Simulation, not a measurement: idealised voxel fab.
Process module in this document: voxel lift off
Pictured: cross-section cut, 190 nm wide, on a grid of 5 nm square cells.
In this document a cross-section is written as a grid of square cells. It is given as a series of bands, listed from the top down, and a band is one or more rows of cells.
Each band's line starts with the height of the band's top and of its bottom, in nm. Then come its materials from left to right, each with its width in nm. One material with "everywhere" fills the band from edge to edge. "air" is empty space.
For the purposes of this specification, 0 denotes the height below which the wafer in its as-received condition is composed wholly of one material, and the lowermost band, lacking a lower limit, extends downward without end, as expressed in "0 and below".
Quick explanation for "30->40": the width changes in equal steps down the rows of cells, from the first number in the band's top row to the second number in its bottom row.
"no alteration" after a step means that no cell of the cross-section changed.
Entry "Trapped cavities" = empty spaces >= 8 cells with no open way to the top; each as width x height at distance, distance from left edge, all nm.
Formally, on a step line, whatever follows the settings is a remark that the simulator itself makes on the step.
"overlay nm" on a masked step: distance the mask lay right of its planned place, negative for left.

## This section lists the process steps that were planned
1,RECEIVE | material Si
2,CONFORMAL_DEP | material SiN | thk nm 15
3,PATTERN | tone open | mask id LINES | material resist | width nm 25 | pitch nm 55 | thk nm 20 | overlay nm 0
4,DIRECTIONAL_DEP | material Ru | thk nm 5
5,STRIP | etch materials resist
6,CONFORMAL_DEP | material SiCN | thk nm 5

## Concerning the first of two wafers, which was run in accordance with the plan

## Here's what the wafer looked like in cross-section when it arrived - that's after step 1
	0 and below  Si everywhere
	Trapped cavities: none

## Presented here is a cross-section of the wafer after step 2 has been performed
	15 down to 0  SiN everywhere
	Under the height 0 nothing was changed.

## Presented here is a cross-section of the wafer after step 3 has been performed
	35 down to 15  resist 25, air 25, resist 30, air 25, resist 30, air 25, resist 30
	Under the height 15 nothing was changed.

## Presented here is a cross-section of the wafer after step 4 has been performed
	40 down to 35  Ru 25, air 25, Ru 30, air 25, Ru 30, air 25, Ru 30
	35 down to 20  resist 25, air 25, resist 30, air 25, resist 30, air 25, resist 30
	20 down to 15  resist 25, Ru 25, resist 30, Ru 25, resist 30, Ru 25, resist 30
	Under the height 15 nothing was changed.

## Presented here is a cross-section of the wafer after step 5 has been performed
	20 down to 15  air 25, Ru 25, air 30, Ru 25, air 30, Ru 25, air 30
	Under the height 15 nothing was changed.

## Presented here is a cross-section of the wafer after step 6 has been performed
	25 down to 20  air 20, SiCN 35, air 20, SiCN 35, air 20, SiCN 35, air 25
	20 down to 15  SiCN 25, Ru 25, SiCN 30, Ru 25, SiCN 30, Ru 25, SiCN 30
	Under the height 15 nothing was changed.

## It is to be noted that the second wafer proceeded from the same initial state and according to the same plan as the first, although one mistake was committed in its execution; through step 1, inclusive, the two wafers share an identical history

Second wafer, section view, time point: scheduled end of step 2: no alteration

## Second wafer, section view, time point: scheduled end of step 3
	20 down to 0  resist 25, air 25, resist 30, air 25, resist 30, air 25, resist 30
	Under the height 0 nothing was changed.

## Second wafer, section view, time point: scheduled end of step 4
	25 down to 20  Ru 25, air 25, Ru 30, air 25, Ru 30, air 25, Ru 30
	20 down to 5  resist 25, air 25, resist 30, air 25, resist 30, air 25, resist 30
	5 down to 0  resist 25, Ru 25, resist 30, Ru 25, resist 30, Ru 25, resist 30
	Under the height 0 nothing was changed.

## Second wafer, section view, time point: scheduled end of step 5
	5 down to 0  air 25, Ru 25, air 30, Ru 25, air 30, Ru 25, air 30
	Under the height 0 nothing was changed.

## Second wafer, section view, time point: scheduled end of step 6
	10 down to 5  air 20, SiCN 35, air 20, SiCN 35, air 20, SiCN 35, air 25
	5 down to 0  SiCN 25, Ru 25, SiCN 30, Ru 25, SiCN 30, Ru 25, SiCN 30
	Under the height 0 nothing was changed.
Where did the run depart from the plan? it should be noted that step 2 of the plan was omitted and was not performed
Per the end-of-run cell counts, the second wafer holds more or fewer of some materials than the first: 114 fewer of SiN
